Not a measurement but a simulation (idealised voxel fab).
process module | voxel capacitor over wiring
cross-section cut | 275 nm wide | cells 5 nm
A cross-section is a grid of square cells, given in bands from the top down. A band is one or more rows of cells.
Each band's line starts with the height of the band's top and of its bottom, in nm. Then come its materials from left to right, each with its width in nm. One material with "throughout" fills the band from edge to edge. "air" is empty space.
Height 0 is the level under which the wafer as received is all one material. The lowest band goes on downwards, as in "0 down".
A width such as "30 to 40" changes by the same amount from each row of cells to the next, from the band's top row to its bottom row.
"no change" after a step means that no cell of the cross-section changed.
closed voids: empty space of 8 cells or more with no open way to the top, each as width x height at its distance from the left edge, in nm
after a step's settings: what the simulator itself notes on the step
overlay nm, on a step with a mask: how far to the right of its planned place the mask lay; to the left if negative
Each pair below shows a cross-section before one step and the cross-section after it, down to the lowest band that changed. The line under each pair gives the step between them, with its settings. The pairs can come from different runs of this module on the same starting wafer, so a pair continues from the pair above only where its "before" says so.
before
  135 to 105: resist 100 | air 15 | resist 160
  105 to 95: aC throughout
  95 to 80: SiO2 throughout
  80 to 70: SiO2 90 | TiN 70 | SiO2 115
  70 to 65: SiO2 90 | Al2O3 70 | SiO2 115
  65 to 60: SiO2 85 | TiN 80 | SiO2 110
  60 to 55: SiCN 90 | TiN 15 | SiCN 170
  55 to 40: SiO2 throughout
  40 to 20: lowk 70 | SiCN 5 | W 30 | SiCN 5 | lowk 55 | SiCN 5 | W 30 | SiCN 5 | lowk 70
  20 to 15: SiCN 75 | TiN 30 | SiCN 65 | TiN 30 | SiCN 75
  15 to 0: SiO2 throughout
  0 down: Si throughout
  closed voids: none
after
  125 to 105: resist 100 | air 15 | resist 160
  105 to 95: aC 100 | air 15 | aC 160
  below 95: unchanged
  closed voids: none
the step between: op DIRECTIONAL_ETCH | etch materials aC | depth nm 10
before: the cross-section after the pair above
after
  105 to 95: aC 100 | air 15 | aC 160
  below 95: unchanged
  closed voids: none
the step between: op STRIP | etch materials resist
before: the cross-section after the pair above
after
  105 to 95: aC 100 | air 15 | aC 160
  95 to 80: SiO2 100 | air 15 | SiO2 160
  below 80: unchanged
  closed voids: none
the step between: op DIRECTIONAL_ETCH | etch materials SiO2 | depth nm 15
before: the cross-section after the pair above
after
  95 to 80: SiO2 100 | air 15 | SiO2 160
  below 80: unchanged
  closed voids: none
the step between: op STRIP | etch materials aC
before: the cross-section after the pair above
after
  100 to 95: TiN 105 | air 5 | TiN 165
  95 to 85: SiO2 100 | TiN 5 | air 5 | TiN 5 | SiO2 160
  85 to 80: SiO2 100 | TiN 15 | SiO2 160
  below 80: unchanged
  closed voids: none
the step between: op CONFORMAL_DEP | material TiN | thk nm 5
before: the cross-section after the pair above
after
  105 to 100: Ru throughout
  100 to 95: TiN 105 | Ru 5 | TiN 165
  95 to 85: SiO2 100 | TiN 5 | Ru 5 | TiN 5 | SiO2 160
  below 85: unchanged
  closed voids: none
the step between: op FILL_DEP | material Ru | thk nm 5
before: the cross-section after the pair above
after
  95 to 85: SiO2 100 | TiN 5 | Ru 5 | TiN 5 | SiO2 160
  below 85: unchanged
  closed voids: none
the step between: op CMP | height nm 95
before: the cross-section after the pair above
after
  100 to 95: SiCN throughout
  below 95: unchanged
  closed voids: none
the step between: op CONFORMAL_DEP | material SiCN | thk nm 5
before
  20 to 15: TiN throughout
  15 to 0: SiO2 throughout
  0 down: Si throughout
  closed voids: none
after
  35 to 20: W throughout
  below 20: unchanged
  closed voids: none
the step between: op DIRECTIONAL_DEP | material W | thk nm 15
before: the cross-section after the pair above
after
  35 to 20: air 75 | W 30 | air 65 | W 30 | air 75
  below 20: unchanged
  closed voids: none
the step between: op MASKED_ETCH | tone cover | mask id METAL_1 | width nm 30 | pitch nm 95 | etch materials W | depth nm 20 | overlay nm 0
before: the cross-section after the pair above
after
  35 to 20: air 75 | W 30 | air 65 | W 30 | air 75
  20 to 15: air 75 | TiN 30 | air 65 | TiN 30 | air 75
  below 15: unchanged
  closed voids: none
the step between: op MASKED_ETCH | tone cover | mask id METAL_1 | width nm 30 | pitch nm 95 | etch materials TiN | depth nm 5 | overlay nm 0
before: the cross-section after the pair above
after
  40 to 35: air 70 | SiCN 40 | air 55 | SiCN 40 | air 70
  35 to 20: air 70 | SiCN 5 | W 30 | SiCN 5 | air 55 | SiCN 5 | W 30 | SiCN 5 | air 70
  20 to 15: SiCN 75 | TiN 30 | SiCN 65 | TiN 30 | SiCN 75
  below 15: unchanged
  closed voids: none
the step between: op CONFORMAL_DEP | material SiCN | thk nm 5
before: the cross-section after the pair above
after
  50 to 40: lowk throughout
  40 to 35: lowk 70 | SiCN 40 | lowk 55 | SiCN 40 | lowk 70
  35 to 20: lowk 70 | SiCN 5 | W 30 | SiCN 5 | lowk 55 | SiCN 5 | W 30 | SiCN 5 | lowk 70
  below 20: unchanged
  closed voids: none
the step between: op FILL_DEP | material lowk | thk nm 10
before: the cross-section after the pair above
after
  40 to 35: lowk 70 | SiCN 40 | lowk 55 | SiCN 40 | lowk 70
  below 35: unchanged
  closed voids: none
the step between: op CMP | height nm 40
before: the cross-section after the pair above
after
  45 to 40: SiCN throughout
  below 40: unchanged
  closed voids: none
the step between: op CONFORMAL_DEP | material SiCN | thk nm 5
before: the cross-section after the pair above
after
  60 to 45: SiO2 throughout
  below 45: unchanged
  closed voids: none
the step between: op DIRECTIONAL_DEP | material SiO2 | thk nm 15
before: the cross-section after the pair above
after
  80 to 60: resist 90 | air 15 | resist 170
  below 60: unchanged
  closed voids: none
the step between: op PATTERN | tone open | mask id PLUG_1 | material resist | width nm 15 | thk nm 20 | overlay nm 0
before: the cross-section after the pair above
after
  80 to 60: resist 90 | air 15 | resist 170
  60 to 45: SiO2 90 | air 15 | SiO2 170
  below 45: unchanged
  closed voids: none
the step between: op DIRECTIONAL_ETCH | etch materials SiO2 | depth nm 15
before: the cross-section after the pair above
after
  80 to 60: resist 90 | air 15 | resist 170
  60 to 45: SiO2 90 | air 15 | SiO2 170
  45 to 40: SiCN 90 | air 15 | SiCN 170
  below 40: unchanged
  closed voids: none
the step between: op DIRECTIONAL_ETCH | etch materials SiCN | depth nm 5
before: the cross-section after the pair above
after
  60 to 45: SiO2 90 | air 15 | SiO2 170
  below 45: unchanged
  closed voids: none
the step between: op STRIP | etch materials resist
before: the cross-section after the pair above
after
  65 to 60: TiN 95 | air 5 | TiN 175
  60 to 45: SiO2 90 | TiN 5 | air 5 | TiN 5 | SiO2 170
  45 to 40: SiCN 90 | TiN 15 | SiCN 170
  below 40: unchanged
  closed voids: none
the step between: op CONFORMAL_DEP | material TiN | thk nm 5
before: the cross-section after the pair above
after
  70 to 65: Cu throughout
  65 to 60: TiN 95 | Cu 5 | TiN 175
  60 to 45: SiO2 90 | TiN 5 | Cu 5 | TiN 5 | SiO2 170
  below 45: unchanged
  closed voids: none
the step between: op FILL_DEP | material Cu | thk nm 5
before: the cross-section after the pair above
after
  60 to 45: SiO2 90 | TiN 5 | Cu 5 | TiN 5 | SiO2 170
  below 45: unchanged
  closed voids: none
the step between: op CMP | height nm 60
before: the cross-section after the pair above
after
  65 to 60: TiN throughout
  below 60: unchanged
  closed voids: none
the step between: op DIRECTIONAL_DEP | material TiN | thk nm 5
before: the cross-section after the pair above
after
  70 to 65: Al2O3 throughout
  below 65: unchanged
  closed voids: none
the step between: op DIRECTIONAL_DEP | material Al2O3 | thk nm 5
before: the cross-section after the pair above
after
  80 to 70: TiN throughout
  below 70: unchanged
  closed voids: none
the step between: op DIRECTIONAL_DEP | material TiN | thk nm 10
before: the cross-section after the pair above
after
  90 to 80: aC throughout
  below 80: unchanged
  closed voids: none
the step between: op DIRECTIONAL_DEP | material aC | thk nm 10
before: the cross-section after the pair above
after
  120 to 90: air 90 | resist 70 | air 115
  below 90: unchanged
  closed voids: none
the step between: op PATTERN | tone cover | mask id UPPER_PLATE | material resist | width nm 70 | thk nm 30 | overlay nm 0
before: the cross-section after the pair above
after
  110 to 90: air 90 | resist 70 | air 115
  90 to 80: air 90 | aC 70 | air 115
  below 80: unchanged
  closed voids: none
the step between: op DIRECTIONAL_ETCH | etch materials aC | depth nm 10
before: the cross-section after the pair above
after
  90 to 80: air 90 | aC 70 | air 115
  below 80: unchanged
  closed voids: none
the step between: op STRIP | etch materials resist
before: the cross-section after the pair above
after
  90 to 80: air 90 | aC 70 | air 115
  80 to 70: air 90 | TiN 70 | air 115
  below 70: unchanged
  closed voids: none
the step between: op DIRECTIONAL_ETCH | etch materials TiN | depth nm 10
before: the cross-section after the pair above
after
  90 to 80: air 90 | aC 70 | air 115
  80 to 70: air 90 | TiN 70 | air 115
  70 to 65: air 90 | Al2O3 70 | air 115
  below 65: unchanged
  closed voids: none
the step between: op DIRECTIONAL_ETCH | etch materials Al2O3 | depth nm 5
before: the cross-section after the pair above
after
  80 to 70: air 90 | TiN 70 | air 115
  below 70: unchanged
  closed voids: none
the step between: op STRIP | etch materials aC
before: the cross-section after the pair above
after
  80 to 70: air 90 | TiN 70 | air 115
  70 to 65: air 90 | Al2O3 70 | air 115
  65 to 60: air 85 | TiN 80 | air 110
  below 60: unchanged
  closed voids: none
the step between: op MASKED_ETCH | tone cover | mask id LOWER_PLATE | width nm 80 | etch materials TiN | depth nm 5 | overlay nm 0
before: the cross-section after the pair above
after
  100 to 80: SiO2 throughout
  80 to 70: SiO2 90 | TiN 70 | SiO2 115
  70 to 65: SiO2 90 | Al2O3 70 | SiO2 115
  65 to 60: SiO2 85 | TiN 80 | SiO2 110
  below 60: unchanged
  closed voids: none
the step between: op FILL_DEP | material SiO2 | thk nm 20
before: the cross-section after the pair above
after
  95 to 80: SiO2 throughout
  below 80: unchanged
  closed voids: none
the step between: op CMP | height nm 95
before: the cross-section after the pair above
after
  105 to 95: aC throughout
  below 95: unchanged
  closed voids: none
the step between: op DIRECTIONAL_DEP | material aC | thk nm 10
before: the cross-section after the pair above
after
  135 to 105: resist 100 | air 15 | resist 160
  below 105: unchanged
  closed voids: none
the step between: op PATTERN | tone open | mask id PLUG_2 | material resist | width nm 15 | thk nm 30 | overlay nm 0
before: the cross-section after the pair above
after
  125 to 105: resist 100 | air 15 | resist 160
  105 to 95: aC 100 | air 15 | aC 160
  below 95: unchanged
  closed voids: none
the step between: op DIRECTIONAL_ETCH | etch materials aC | depth nm 10
before: the cross-section after the pair above
after
  105 to 95: aC 100 | air 15 | aC 160
  below 95: unchanged
  closed voids: none
the step between: op STRIP | etch materials resist
before: the cross-section after the pair above
after
  105 to 95: aC 100 | air 15 | aC 160
  95 to 80: SiO2 100 | air 15 | SiO2 160
  below 80: unchanged
  closed voids: none
the step between: op DIRECTIONAL_ETCH | etch materials SiO2 | depth nm 15
before: the cross-section after the pair above
after
  95 to 80: SiO2 100 | air 15 | SiO2 160
  below 80: unchanged
  closed voids: none
the step between: op STRIP | etch materials aC
before: the cross-section after the pair above
after
  100 to 95: TiN 105 | air 5 | TiN 165
  95 to 85: SiO2 100 | TiN 5 | air 5 | TiN 5 | SiO2 160
  85 to 80: SiO2 100 | TiN 15 | SiO2 160
  below 80: unchanged
  closed voids: none
the step between: op CONFORMAL_DEP | material TiN | thk nm 5
before: the cross-section after the pair above
after
  105 to 100: Ru throughout
  100 to 95: TiN 105 | Ru 5 | TiN 165
  95 to 85: SiO2 100 | TiN 5 | Ru 5 | TiN 5 | SiO2 160
  below 85: unchanged
  closed voids: none
the step between: op FILL_DEP | material Ru | thk nm 5
before: the cross-section after the pair above
after
  95 to 85: SiO2 100 | TiN 5 | Ru 5 | TiN 5 | SiO2 160
  below 85: unchanged
  closed voids: none
the step between: op CMP | height nm 95
before: the cross-section after the pair above
after
  100 to 95: SiCN throughout
  below 95: unchanged
  closed voids: none
the step between: op CONFORMAL_DEP | material SiCN | thk nm 5
before
  105 to 95: aC throughout
  95 to 80: SiO2 throughout
  80 to 70: SiO2 90 | TiN 70 | SiO2 115
  70 to 65: SiO2 90 | Al2O3 70 | SiO2 115
  65 to 60: SiO2 85 | TiN 80 | SiO2 110
  60 to 45: SiO2 90 | TiN 5 | Cu 5 | TiN 5 | SiO2 170
  45 to 40: SiCN 90 | TiN 15 | SiCN 170
  40 to 20: lowk 70 | SiCN 5 | W 30 | SiCN 5 | lowk 55 | SiCN 5 | W 30 | SiCN 5 | lowk 70
  20 to 15: SiCN 75 | TiN 30 | SiCN 65 | TiN 30 | SiCN 75
  15 to 0: SiO2 throughout
  0 down: Si throughout
  closed voids: none
after
  135 to 105: resist 95 | air 25 | resist 155
  below 105: unchanged
  closed voids: none
the step between: op PATTERN | tone open | mask id PLUG_2 | material resist | width nm 25 | thk nm 30 | overlay nm 0
before: the cross-section after the pair above
after
  125 to 105: resist 95 | air 25 | resist 155
  105 to 95: aC 95 | air 25 | aC 155
  below 95: unchanged
  closed voids: none
the step between: op DIRECTIONAL_ETCH | etch materials aC | depth nm 10
before: the cross-section after the pair above
after
  105 to 95: aC 95 | air 25 | aC 155
  below 95: unchanged
  closed voids: none
the step between: op STRIP | etch materials resist
before: the cross-section after the pair above
after
  105 to 95: aC 95 | air 25 | aC 155
  95 to 80: SiO2 95 | air 25 | SiO2 155
  below 80: unchanged
  closed voids: none
the step between: op DIRECTIONAL_ETCH | etch materials SiO2 | depth nm 15
before: the cross-section after the pair above
after
  95 to 80: SiO2 95 | air 25 | SiO2 155
  below 80: unchanged
  closed voids: none
the step between: op STRIP | etch materials aC
before: the cross-section after the pair above
after
  100 to 95: TiN 100 | air 15 | TiN 160
  95 to 85: SiO2 95 | TiN 5 | air 15 | TiN 5 | SiO2 155
  85 to 80: SiO2 95 | TiN 25 | SiO2 155
  below 80: unchanged
  closed voids: none
the step between: op CONFORMAL_DEP | material TiN | thk nm 5
before: the cross-section after the pair above
after
  105 to 100: Ru throughout
  100 to 95: TiN 100 | Ru 15 | TiN 160
  95 to 85: SiO2 95 | TiN 5 | Ru 15 | TiN 5 | SiO2 155
  below 85: unchanged
  closed voids: none
the step between: op FILL_DEP | material Ru | thk nm 5
before: the cross-section after the pair above
after
  95 to 85: SiO2 95 | TiN 5 | Ru 15 | TiN 5 | SiO2 155
  below 85: unchanged
  closed voids: none
the step between: op CMP | height nm 95
before: the cross-section after the pair above
after
  100 to 95: SiCN throughout
  below 95: unchanged
  closed voids: none
the step between: op CONFORMAL_DEP | material SiCN | thk nm 5
before
  80 to 70: air 90 | TiN 70 | air 115
  70 to 65: air 90 | Al2O3 70 | air 115
  65 to 60: TiN throughout
  60 to 45: SiO2 90 | TiN 5 | Cu 5 | TiN 5 | SiO2 170
  45 to 40: SiCN 90 | TiN 15 | SiCN 170
  40 to 20: lowk 70 | SiCN 5 | W 30 | SiCN 5 | lowk 55 | SiCN 5 | W 30 | SiCN 5 | lowk 70
  20 to 15: SiCN 75 | TiN 30 | SiCN 65 | TiN 30 | SiCN 75
  15 to 0: SiO2 throughout
  0 down: Si throughout
  closed voids: none
after
  80 to 70: air 90 | TiN 65 to 70 | air 120 to 115
  70 to 65: air 90 | Al2O3 70 | air 115
  65 to 60: air 75 | TiN 85 | air 115
  below 60: unchanged
  closed voids: none
the step between: op MASKED_ETCH | tone cover | mask id LOWER_PLATE | width nm 80 | etch materials TiN | depth nm 5 | overlay nm -10
before: the cross-section after the pair above
after
  100 to 80: SiO2 throughout
  80 to 70: SiO2 90 | TiN 65 to 70 | SiO2 120 to 115
  70 to 65: SiO2 90 | Al2O3 70 | SiO2 115
  65 to 60: SiO2 75 | TiN 85 | SiO2 115
  below 60: unchanged
  closed voids: none
the step between: op FILL_DEP | material SiO2 | thk nm 20
before: the cross-section after the pair above
after
  95 to 80: SiO2 throughout
  below 80: unchanged
  closed voids: none
the step between: op CMP | height nm 95
before: the cross-section after the pair above
after
  105 to 95: aC throughout
  below 95: unchanged
  closed voids: none
the step between: op DIRECTIONAL_DEP | material aC | thk nm 10
before: the cross-section after the pair above
after
  135 to 105: resist 100 | air 15 | resist 160
  below 105: unchanged
  closed voids: none
the step between: op PATTERN | tone open | mask id PLUG_2 | material resist | width nm 15 | thk nm 30 | overlay nm 0
before: the cross-section after the pair above
after
  125 to 105: resist 100 | air 15 | resist 160
  105 to 95: aC 100 | air 15 | aC 160
  below 95: unchanged
  closed voids: none
the step between: op DIRECTIONAL_ETCH | etch materials aC | depth nm 10
before: the cross-section after the pair above
after
  105 to 95: aC 100 | air 15 | aC 160
  below 95: unchanged
  closed voids: none
the step between: op STRIP | etch materials resist
before: the cross-section after the pair above
after
  105 to 95: aC 100 | air 15 | aC 160
  95 to 80: SiO2 100 | air 15 | SiO2 160
  below 80: unchanged
  closed voids: none
the step between: op DIRECTIONAL_ETCH | etch materials SiO2 | depth nm 15
before: the cross-section after the pair above
after
  95 to 80: SiO2 100 | air 15 | SiO2 160
  below 80: unchanged
  closed voids: none
the step between: op STRIP | etch materials aC
before: the cross-section after the pair above
after
  100 to 95: TiN 105 | air 5 | TiN 165
  95 to 85: SiO2 100 | TiN 5 | air 5 | TiN 5 | SiO2 160
  85 to 75: SiO2 100 to 90 | TiN 15 to 65 | SiO2 160 to 120
  below 75: unchanged
  closed voids: none
the step between: op CONFORMAL_DEP | material TiN | thk nm 5
before: the cross-section after the pair above
after
  105 to 100: Ru throughout
  100 to 95: TiN 105 | Ru 5 | TiN 165
  95 to 85: SiO2 100 | TiN 5 | Ru 5 | TiN 5 | SiO2 160
  below 85: unchanged
  closed voids: none
the step between: op FILL_DEP | material Ru | thk nm 5
before: the cross-section after the pair above
after
  95 to 85: SiO2 100 | TiN 5 | Ru 5 | TiN 5 | SiO2 160
  below 85: unchanged
  closed voids: none
the step between: op CMP | height nm 95
before: the cross-section after the pair above
after
  100 to 95: SiCN throughout
  below 95: unchanged
  closed voids: none
the step between: op CONFORMAL_DEP | material SiCN | thk nm 5
before
  60 to 45: SiO2 90 | air 15 | SiO2 170
  45 to 40: SiCN 90 | air 15 | SiCN 170
  40 to 20: lowk 70 | SiCN 5 | W 30 | SiCN 5 | lowk 55 | SiCN 5 | W 30 | SiCN 5 | lowk 70
  20 to 15: SiCN 75 | TiN 30 | SiCN 65 | TiN 30 | SiCN 75
  15 to 0: SiO2 throughout
  0 down: Si throughout
  closed voids: none
after
  65 to 60: Al2O3 95 | air 5 | Al2O3 175
  60 to 45: SiO2 90 | Al2O3 5 | air 5 | Al2O3 5 | SiO2 170
  45 to 40: SiCN 90 | Al2O3 15 | SiCN 170
  below 40: unchanged
  closed voids: none
the step between: op CONFORMAL_DEP | material Al2O3 | thk nm 5
before: the cross-section after the pair above
after
  70 to 65: Cu throughout
  65 to 60: Al2O3 95 | Cu 5 | Al2O3 175
  60 to 45: SiO2 90 | Al2O3 5 | Cu 5 | Al2O3 5 | SiO2 170
  below 45: unchanged
  closed voids: none
the step between: op FILL_DEP | material Cu | thk nm 5
before: the cross-section after the pair above
after
  60 to 45: SiO2 90 | Al2O3 5 | Cu 5 | Al2O3 5 | SiO2 170
  below 45: unchanged
  closed voids: none
the step between: op CMP | height nm 60
before: the cross-section after the pair above
after
  65 to 60: TiN throughout
  below 60: unchanged
  closed voids: none
the step between: op DIRECTIONAL_DEP | material TiN | thk nm 5
before: the cross-section after the pair above
after
  70 to 65: Al2O3 throughout
  below 65: unchanged
  closed voids: none
the step between: op DIRECTIONAL_DEP | material Al2O3 | thk nm 5
before: the cross-section after the pair above
after
  80 to 70: TiN throughout
  below 70: unchanged
  closed voids: none
the step between: op DIRECTIONAL_DEP | material TiN | thk nm 10
before: the cross-section after the pair above
after
  90 to 80: aC throughout
  below 80: unchanged
  closed voids: none
the step between: op DIRECTIONAL_DEP | material aC | thk nm 10
before: the cross-section after the pair above
after
  120 to 90: air 90 | resist 70 | air 115
  below 90: unchanged
  closed voids: none
the step between: op PATTERN | tone cover | mask id UPPER_PLATE | material resist | width nm 70 | thk nm 30 | overlay nm 0
before: the cross-section after the pair above
after
  110 to 90: air 90 | resist 70 | air 115
  90 to 80: air 90 | aC 70 | air 115
  below 80: unchanged
  closed voids: none
the step between: op DIRECTIONAL_ETCH | etch materials aC | depth nm 10
before: the cross-section after the pair above
after
  90 to 80: air 90 | aC 70 | air 115
  below 80: unchanged
  closed voids: none
the step between: op STRIP | etch materials resist
before: the cross-section after the pair above
after
  90 to 80: air 90 | aC 70 | air 115
  80 to 70: air 90 | TiN 70 | air 115
  below 70: unchanged
  closed voids: none
the step between: op DIRECTIONAL_ETCH | etch materials TiN | depth nm 10
before: the cross-section after the pair above
after
  90 to 80: air 90 | aC 70 | air 115
  80 to 70: air 90 | TiN 70 | air 115
  70 to 65: air 90 | Al2O3 70 | air 115
  below 65: unchanged
  closed voids: none
the step between: op DIRECTIONAL_ETCH | etch materials Al2O3 | depth nm 5
before: the cross-section after the pair above
after
  80 to 70: air 90 | TiN 70 | air 115
  below 70: unchanged
  closed voids: none
the step between: op STRIP | etch materials aC
before: the cross-section after the pair above
after
  80 to 70: air 90 | TiN 70 | air 115
  70 to 65: air 90 | Al2O3 70 | air 115
  65 to 60: air 85 | TiN 80 | air 110
  below 60: unchanged
  closed voids: none
the step between: op MASKED_ETCH | tone cover | mask id LOWER_PLATE | width nm 80 | etch materials TiN | depth nm 5 | overlay nm 0
before: the cross-section after the pair above
after
  100 to 80: SiO2 throughout
  80 to 70: SiO2 90 | TiN 70 | SiO2 115
  70 to 65: SiO2 90 | Al2O3 70 | SiO2 115
  65 to 60: SiO2 85 | TiN 80 | SiO2 110
  below 60: unchanged
  closed voids: none
the step between: op FILL_DEP | material SiO2 | thk nm 20
before: the cross-section after the pair above
after
  95 to 80: SiO2 throughout
  below 80: unchanged
  closed voids: none
the step between: op CMP | height nm 95
before: the cross-section after the pair above
after
  105 to 95: aC throughout
  below 95: unchanged
  closed voids: none
the step between: op DIRECTIONAL_DEP | material aC | thk nm 10
before: the cross-section after the pair above
after
  135 to 105: resist 100 | air 15 | resist 160
  below 105: unchanged
  closed voids: none
the step between: op PATTERN | tone open | mask id PLUG_2 | material resist | width nm 15 | thk nm 30 | overlay nm 0
before: the cross-section after the pair above
after
  125 to 105: resist 100 | air 15 | resist 160
  105 to 95: aC 100 | air 15 | aC 160
  below 95: unchanged
  closed voids: none
the step between: op DIRECTIONAL_ETCH | etch materials aC | depth nm 10
before: the cross-section after the pair above
after
  105 to 95: aC 100 | air 15 | aC 160
  below 95: unchanged
  closed voids: none
the step between: op STRIP | etch materials resist
before: the cross-section after the pair above
after
  105 to 95: aC 100 | air 15 | aC 160
  95 to 80: SiO2 100 | air 15 | SiO2 160
  below 80: unchanged
  closed voids: none
the step between: op DIRECTIONAL_ETCH | etch materials SiO2 | depth nm 15
before: the cross-section after the pair above
after
  95 to 80: SiO2 100 | air 15 | SiO2 160
  below 80: unchanged
  closed voids: none
the step between: op STRIP | etch materials aC
before: the cross-section after the pair above
after
  100 to 95: TiN 105 | air 5 | TiN 165
  95 to 85: SiO2 100 | TiN 5 | air 5 | TiN 5 | SiO2 160
  85 to 80: SiO2 100 | TiN 15 | SiO2 160
  below 80: unchanged
  closed voids: none
the step between: op CONFORMAL_DEP | material TiN | thk nm 5
before: the cross-section after the pair above
after
  105 to 100: Ru throughout
  100 to 95: TiN 105 | Ru 5 | TiN 165
  95 to 85: SiO2 100 | TiN 5 | Ru 5 | TiN 5 | SiO2 160
  below 85: unchanged
  closed voids: none
the step between: op FILL_DEP | material Ru | thk nm 5
before: the cross-section after the pair above
after
  95 to 85: SiO2 100 | TiN 5 | Ru 5 | TiN 5 | SiO2 160
  below 85: unchanged
  closed voids: none
the step between: op CMP | height nm 95
before: the cross-section after the pair above
after
  100 to 95: SiCN throughout
  below 95: unchanged
  closed voids: none
the step between: op CONFORMAL_DEP | material SiCN | thk nm 5
before
  105 to 95: aC throughout
  95 to 80: SiO2 throughout
  80 to 70: SiO2 90 | TiN 70 | SiO2 115
  70 to 65: SiO2 90 | Al2O3 70 | SiO2 115
  65 to 60: SiO2 85 | TiN 80 | SiO2 110
  60 to 45: SiO2 90 | TiN 5 | Cu 5 | TiN 5 | SiO2 170
  45 to 40: SiCN 90 | TiN 15 | SiCN 170
  40 to 20: lowk 70 | SiCN 5 | W 30 | SiCN 5 | lowk 55 | SiCN 5 | W 30 | SiCN 5 | lowk 70
  20 to 15: SiCN 75 | TiN 30 | SiCN 65 | TiN 30 | SiCN 75
  15 to 0: SiO2 throughout
  0 down: Si throughout
  closed voids: none
after
  135 to 105: air 100 | resist 15 | air 160
  below 105: unchanged
  closed voids: none
the step between: op PATTERN | tone cover | mask id PLUG_2 | material resist | width nm 15 | thk nm 30 | overlay nm 0
before: the cross-section after the pair above
after
  125 to 105: air 100 | resist 15 | air 160
  105 to 95: air 100 | aC 15 | air 160
  below 95: unchanged
  closed voids: none
the step between: op DIRECTIONAL_ETCH | etch materials aC | depth nm 10
before: the cross-section after the pair above
after
  105 to 95: air 100 | aC 15 | air 160
  below 95: unchanged
  closed voids: none
the step between: op STRIP | etch materials resist
before: the cross-section after the pair above
after
  105 to 95: air 100 | aC 15 | air 160
  95 to 80: air 100 | SiO2 15 | air 160
  below 80: unchanged
  closed voids: none
the step between: op DIRECTIONAL_ETCH | etch materials SiO2 | depth nm 15
before: the cross-section after the pair above
after
  95 to 80: air 100 | SiO2 15 | air 160
  below 80: unchanged
  closed voids: none
the step between: op STRIP | etch materials aC
before: the cross-section after the pair above
after
  100 to 95: air 95 | TiN 25 | air 155
  95 to 85: air 95 | TiN 5 | SiO2 15 | TiN 5 | air 155
  85 to 80: TiN 100 | SiO2 15 | TiN 160
  below 80: unchanged
  closed voids: none
the step between: op CONFORMAL_DEP | material TiN | thk nm 5
before: the cross-section after the pair above
after
  105 to 100: Ru throughout
  100 to 95: Ru 95 | TiN 25 | Ru 155
  95 to 85: Ru 95 | TiN 5 | SiO2 15 | TiN 5 | Ru 155
  below 85: unchanged
  closed voids: none
the step between: op FILL_DEP | material Ru | thk nm 5
before: the cross-section after the pair above
after
  95 to 85: Ru 95 | TiN 5 | SiO2 15 | TiN 5 | Ru 155
  below 85: unchanged
  closed voids: none
the step between: op CMP | height nm 95
before: the cross-section after the pair above
after
  100 to 95: SiCN throughout
  below 95: unchanged
  closed voids: none
the step between: op CONFORMAL_DEP | material SiCN | thk nm 5
